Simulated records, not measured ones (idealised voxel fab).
Process module under the name voxel transistor to metal
cross-section cut | 155 nm wide | cells 5 nm
For the purposes of this document, a cross-section shall be understood as a grid of square cells, specified as bands listed in top-to-bottom order, each band consisting of one or more rows of cells. Within each band entry, the heights of the top and of the bottom of the band appear first, in that order and in nm; the materials of the band then follow from left to right, each with its corresponding width in nm. The designation "all across" on a single material indicates that it fills the band from edge to edge; the designation "blank" indicates empty space. For the purposes of this specification, 0 denotes the height below which the wafer in its as-received condition is composed wholly of one material, and the lowermost band, lacking a lower limit, extends downward without end, as expressed in "0 down". Think of "30->40" as a width that walks from the first number to the second as you go down the band, top row to bottom row, taking equal-sized steps from row to row. Step marked "identical to before"? Then no cell in the cross-section changed in it. So "Voids, fully enclosed" is basically the list of trapped voids: any empty space of 8 cells or more that can't reach the top through an opening. They're written width x height at distance, the distance being from the left edge, and it's all nm. Note: text after step settings on the step line = simulator remark on that step. Steps that use a mask can have "overlay nm" on their line. It says how far the mask sat to the right of where it was meant to be. Negative means to the left.

THESE ARE THE STEPS WE PLANNED FOR THE PROCESS
- 1: op RECEIVE | material Si
- 2: op OXIDIZE | depth nm 5
- 3: op CONFORMAL_DEP | material SiN | thk nm 10
- 4: op PATTERN | tone cover | mask id ACTIVE | material resist | width nm 100 | thk nm 20 | overlay nm 0
- 5: op DIRECTIONAL_ETCH | etch materials SiN | depth nm 10
- 6: op DIRECTIONAL_ETCH | etch materials SiO2 | depth nm 5
- 7: op DIRECTIONAL_ETCH | etch materials Si | depth nm 20
- 8: op STRIP | etch materials resist
- 9: op OXIDIZE | depth nm 5
- 10: op FILL_DEP | material SiO2 | thk nm 5
- 11: op CMP | height nm 10
- 12: op SELECTIVE_ETCH | etch materials SiO2 | depth nm 10
- 13: op STRIP | etch materials SiN
- 14: op SELECTIVE_ETCH | etch materials SiO2 | depth nm 5
- 15: op OXIDIZE | depth nm 5
- 16: op DIRECTIONAL_DEP | material polySi | thk nm 20
- 17: op DIRECTIONAL_DEP | material SiCN | thk nm 10
- 18: op PATTERN | tone cover | mask id GATE | material resist | width nm 20 | thk nm 20 | overlay nm 0
- 19: op DIRECTIONAL_ETCH | etch materials SiCN | depth nm 20
- 20: op DIRECTIONAL_ETCH | etch materials polySi | depth nm 30
- 21: op STRIP | etch materials resist
- 22: op CONFORMAL_DEP | material SiN | thk nm 5
- 23: op DIRECTIONAL_ETCH | etch materials SiN | depth nm 5
- 24: op DIRECTIONAL_ETCH | etch materials SiO2 | depth nm 5
- 25: op DIRECTIONAL_ETCH | etch materials Si | depth nm 5
- 26: op EPI | material pSi | thk nm 5
- 27: op FILL_DEP | material SiO2 | thk nm 10
- 28: op CMP | height nm 25
- 29: op DIRECTIONAL_DEP | material SiO2 | thk nm 15
- 30: op PATTERN | tone open | mask id CONTACT | material resist | width nm 30 | pitch nm 60 | thk nm 15 | overlay nm 0
- 31: op DIRECTIONAL_ETCH | etch materials SiO2 | depth nm 50
- 32: op STRIP | etch materials resist
- 33: op CONFORMAL_DEP | material TiN | thk nm 5
- 34: op FILL_DEP | material Ru | thk nm 10
- 35: op CMP | height nm 40
- 36: op CONFORMAL_DEP | material SiCN | thk nm 5
- 37: op DIRECTIONAL_DEP | material SiO2 | thk nm 20
- 38: op DIRECTIONAL_DEP | material aC | thk nm 10
- 39: op PATTERN | tone open | mask id METAL_1 | material resist | width nm 20 | pitch nm 70 | thk nm 25 | overlay nm 0
- 40: op DIRECTIONAL_ETCH | etch materials aC | depth nm 10
- 41: op STRIP | etch materials resist
- 42: op DIRECTIONAL_ETCH | etch materials SiO2 | depth nm 20
- 43: op DIRECTIONAL_ETCH | etch materials SiCN | depth nm 5
- 44: op STRIP | etch materials aC
- 45: op CONFORMAL_DEP | material TiN | thk nm 5
- 46: op FILL_DEP | material Ru | thk nm 10
- 47: op CMP | height nm 65
- 48: op EPI | material Ru | thk nm 5
- 49: op FILL_DEP | material SiCN | thk nm 5
- 50: op DIRECTIONAL_DEP | material lowk | thk nm 30
- 51: op MASKED_ETCH | tone open | mask id METAL_2 | width nm 20 | pitch nm 70 | etch materials lowk | depth nm 15 | overlay nm 0
- 52: op MASKED_ETCH | tone open | mask id METAL_2_HOLES | width nm 15 | pitch nm 70 | etch materials lowk | depth nm 15 | overlay nm 0
- 53: op MASKED_ETCH | tone open | mask id METAL_2_HOLES | width nm 15 | pitch nm 70 | etch materials SiCN | depth nm 5 | overlay nm 0
- 54: op CONFORMAL_DEP | material TiN | thk nm 5
- 55: op FILL_DEP | material Ru | thk nm 10
- 56: op CMP | height nm 105
- 57: op CONFORMAL_DEP | material SiN | thk nm 5

CROSS-SECTION OF THE INCOMING WAFER, STATE AFTER STEP 1
  0 down: Si all across
  Voids, fully enclosed: none

END-OF-MODULE CROSS-SECTION. STARTING STRUCTURE AND PROCESS PLAN AS ABOVE; ONE MISTAKE MADE IN RUNNING IT
  110 to 105: SiN all across
  105 to 95: Ru all across
  95 to 90: TiN all across
  90 to 75: lowk: 45, TiN: 5, lowk: 65, TiN: 5, lowk: 35
  75 to 70: SiCN all across
  70 to 65: SiCN: 25, Ru: 30, SiCN: 40, Ru: 30, SiCN: 30
  65 to 45: SiO2: 30, TiN: 5, Ru: 10, TiN: 5, SiO2: 50, TiN: 5, Ru: 10, TiN: 5, SiO2: 35
  45 to 40: SiCN: 30, TiN: 20, SiCN: 50, TiN: 20, SiCN: 35
  40 to 25: SiO2: 30, TiN: 5, Ru: 20, TiN: 5, SiO2: 30, TiN: 5, Ru: 20, TiN: 5, SiO2: 35
  25 to 15: SiO2: 30, TiN: 5, Ru: 20, TiN: 5, SiN: 5, SiCN: 20, SiN: 5, TiN: 5, Ru: 20, TiN: 5, SiO2: 35
  15 to 0: SiO2: 30, TiN: 5, Ru: 20, TiN: 5, SiN: 5, polySi: 20, SiN: 5, TiN: 5, Ru: 20, TiN: 5, SiO2: 35
  0 to -5: SiO2: 30, TiN: 5, Ru: 15, TiN: 10, SiN: 5, polySi: 20, SiN: 5, TiN: 10, Ru: 15, TiN: 5, SiO2: 35
  -5 to -10: SiO2: 30, TiN: 25, pSi: 5, SiO2: 30, pSi: 5, TiN: 25, SiO2: 35
  -10 to -15: SiO2: 30, pSi: 30, Si: 30, pSi: 30, SiO2: 35
  -15 to -30: SiO2: 30, Si: 90, SiO2: 35
  -30 down: Si all across
  Voids, fully enclosed: none
Deviation from plan: step 52 ran differently from the plan; actual operation with settings: op MASKED_ETCH | tone cover | mask id METAL_2_HOLES | width nm 15 | pitch nm 70 | etch materials lowk | depth nm 15 | overlay nm 0
